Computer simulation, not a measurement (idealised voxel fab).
The following process module bears the name voxel released beams.
Xsec cut, 160 nm wide, square cell size 5 nm.
Bands, listed from the top down, are how a cross-section gets written in this document; the cross-section itself is a grid of square cells, and a band is one or more rows of them.
What a band's entry tells you: where the top is and where the bottom is, as heights in nm, and after that what lies inside, material by material from left to right, each with its width in nm. Empty space is written as the word "air", and a single material marked with the word "throughout" occupies the band from edge to edge.
We count height from 0. Below that, the starting wafer is all one material. The lowest band never ends at the bottom but goes on down; see "z 0 and below" for how that is written.
The notation "30->40" denotes a width that varies across the rows of cells in the band, beginning at the first number in the top row, finishing at the second number in the bottom row, and changing by an identical amount from each row to the next.
When a step is marked "no change occurred", none of the cells in the cross-section changed during that step.
"closed voids" enumerates empty spaces isolated from the top, with no open way to it, that contain at least 8 cells, giving each as width x height at distance from the left edge, all three in nm.
Where a step's line continues beyond its settings, the continuation is a remark by the simulator itself on that step.
overlay nm: right-of-plan distance of the mask on a masked step; negative values mean left-of-plan.

[Here's what the planned process steps look like]
1 RECEIVE [material Si]
2 CONFORMAL_DEP [material Al2O3] [thk nm 10]
3 DIRECTIONAL_DEP [material SiO2] [thk nm 20]
4 DIRECTIONAL_DEP [material aC] [thk nm 15]
5 PATTERN [tone open] [mask id ANCHOR] [material resist] [width nm 15] [thk nm 30] [overlay nm 0]
6 DIRECTIONAL_ETCH [etch materials aC] [depth nm 15]
7 STRIP [etch materials resist]
8 DIRECTIONAL_ETCH [etch materials SiO2] [depth nm 20]
9 STRIP [etch materials aC]
10 CONFORMAL_DEP [material W] [thk nm 10]
11 PATTERN [tone cover] [mask id BEAM] [material resist] [width nm 80] [thk nm 20] [overlay nm 0]
12 DIRECTIONAL_ETCH [etch materials W] [depth nm 10]
13 STRIP [etch materials resist]
14 STRIP [etch materials SiO2]
Split variable: width nm, step 5. Plan value = first wafer. Wafers start alike.

[Cross-sectional view of the first of several wafers in the as-received condition, corresponding to the state following step 1]
    z 0 and below | Si throughout
    closed voids: none

[Here is the cross-section of the first of several wafers at the end of the module, after its last step, step 14]
    z 40 to 30 | 35 nm air, 80 nm W, 45 nm air
    z 30 to 10 | 45 nm air, 15 nm W, 100 nm air
    z 10 to 0 | Al2O3 throughout
    z 0 and below | Si throughout
    closed voids: none

[Cross-section of the last wafer at end of module]
    z 40 to 30 | 35 nm air, 10 nm W, 20 nm air, 50 nm W, 45 nm air
    z 30 to 20 | 35 nm air, 10 nm W, 20 nm air, 10 nm W, 85 nm air
    z 20 to 10 | 35 nm air, 40 nm W, 85 nm air
    z 10 to 0 | Al2O3 throughout
    z 0 and below | Si throughout
    closed voids: none

[Gained (+) or lost (-) cells of each material since receipt, then closed voids: one row per wafer, at the end of the module]
width nm 15 | +64 Al2O3 | +44 W | closed voids: none
width nm 20 | +64 Al2O3 | +48 W | closed voids: none
width nm 25 | +64 Al2O3 | +48 W | closed voids: none
width nm 30 | +64 Al2O3 | +48 W | closed voids: none
width nm 35 | +64 Al2O3 | +48 W | closed voids: none
width nm 40 | +64 Al2O3 | +48 W | closed voids: none
